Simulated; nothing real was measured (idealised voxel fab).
voxel capacitor over wiring: a process module
In the cross-section labelled cut, the width is 220 nm and each square cell is 5 nm.
If you're reading a cross-section in this doc, picture square cells in a grid; it comes to you as bands, top ones listed first down to the bottom, and a band can be one or more rows of cells.
Read a band's entry like this: the first values are the height of its top and the height of its bottom in nm, and what follows is the sequence of materials from left to right, each with its width in nm. Note that "blank" is empty space, and that a single material marked "everywhere" reaches across the band from edge to edge.
Basically, 0 is our baseline, since under it the wafer straight out of the box is all one material. The bottom band has no lower end and keeps on going down, so it looks like "from 0 down".
Graded width ("30 to 40"): value in top row of band = first number; value in bottom row = second number; row-to-row change constant.
When a step is marked "nothing was modified", none of the cells in the cross-section changed during that step.
"Closed internal voids": sealed empty spaces, 8 cells or more, no open way to top, listed width x height at distance, with distance from the left edge and width, height and distance in nm.
Text after the settings on a step's line: the simulator's own remark on that step.
overlay nm: for a step with a mask, the amount by which the mask lay right of where it was planned; a negative amount means left of it.

Planned process steps:
1) op RECEIVE | material Si
2) op CONFORMAL_DEP | material SiO2 | thk nm 10
3) op DIRECTIONAL_DEP | material TiN | thk nm 5
4) op DIRECTIONAL_DEP | material W | thk nm 15
5) op DIRECTIONAL_DEP | material aC | thk nm 10
6) op PATTERN | tone cover | mask id METAL_1 | material resist | width nm 20 | pitch nm 70 | thk nm 30 | overlay nm 0
7) op DIRECTIONAL_ETCH | etch materials aC | depth nm 10
8) op STRIP | etch materials resist
9) op DIRECTIONAL_ETCH | etch materials W | depth nm 15
10) op DIRECTIONAL_ETCH | etch materials TiN | depth nm 5
11) op STRIP | etch materials aC
12) op CONFORMAL_DEP | material SiCN | thk nm 5
13) op FILL_DEP | material SiO2 | thk nm 5
14) op CMP | height nm 30
15) op CONFORMAL_DEP | material SiCN | thk nm 5
16) op DIRECTIONAL_DEP | material SiO2 | thk nm 15
17) op MASKED_ETCH | tone open | mask id PLUG_1 | width nm 15 | etch materials SiO2 | depth nm 15 | overlay nm 0
18) op MASKED_ETCH | tone open | mask id PLUG_1 | width nm 15 | etch materials SiCN | depth nm 5 | overlay nm 0
19) op CONFORMAL_DEP | material TiN | thk nm 5
20) op FILL_DEP | material Ru | thk nm 5
21) op CMP | height nm 50
22) op DIRECTIONAL_DEP | material TiN | thk nm 10
23) op DIRECTIONAL_DEP | material HfO2 | thk nm 5
24) op DIRECTIONAL_DEP | material TiN | thk nm 5
25) op PATTERN | tone cover | mask id UPPER_PLATE | material resist | width nm 55 | thk nm 15 | overlay nm 0
26) op DIRECTIONAL_ETCH | etch materials TiN | depth nm 5
27) op DIRECTIONAL_ETCH | etch materials HfO2 | depth nm 5
28) op STRIP | etch materials resist
29) op DIRECTIONAL_DEP | material aC | thk nm 10
30) op PATTERN | tone cover | mask id LOWER_PLATE | material resist | width nm 65 | thk nm 25 | overlay nm 0
31) op DIRECTIONAL_ETCH | etch materials aC | depth nm 10
32) op STRIP | etch materials resist
33) op DIRECTIONAL_ETCH | etch materials TiN | depth nm 10
34) op STRIP | etch materials aC
35) op FILL_DEP | material SiO2 | thk nm 15
36) op CMP | height nm 80
37) op PATTERN | tone open | mask id PLUG_2 | material resist | width nm 15 | thk nm 20 | overlay nm 0
38) op DIRECTIONAL_ETCH | etch materials SiO2 | depth nm 10
39) op STRIP | etch materials resist
40) op CONFORMAL_DEP | material TiN | thk nm 5
41) op FILL_DEP | material Ru | thk nm 10
42) op CMP | height nm 80
43) op CONFORMAL_DEP | material SiN | thk nm 5

So this is the incoming wafer in cross-section - it's already been through step 1:
from 0 down | Si everywhere
Closed internal voids: none

Cross-section, end of module. Start: as above. Plan: as above. Execution: one mistake:
from 85 to 80 | SiN everywhere
from 80 to 75 | SiO2 80  TiN 5  Ru 5  TiN 5  SiO2 125
from 75 to 65 | SiO2 80 to 70  TiN 15 to 55  SiO2 125 to 95
from 65 to 60 | SiO2 70  HfO2 55  SiO2 95
from 60 to 50 | SiO2 65  TiN 65  SiO2 90
from 50 to 35 | SiO2 70  TiN 5  Ru 5  TiN 5  SiO2 135
from 35 to 30 | SiCN 70  TiN 15  SiCN 135
from 30 to 20 | SiO2 60  SiCN 5  W 20  SiCN 5  SiO2 40  SiCN 5  W 20  SiCN 5  SiO2 60
from 20 to 15 | SiCN 65  W 20  SiCN 50  W 20  SiCN 65
from 15 to 5 | SiO2 everywhere
from 5 to 0 | TiN everywhere
from 0 down | Si everywhere
Closed internal voids: none
Misprocessing identified: steps 2 and 3 got flipped, so each one ran where the other should have
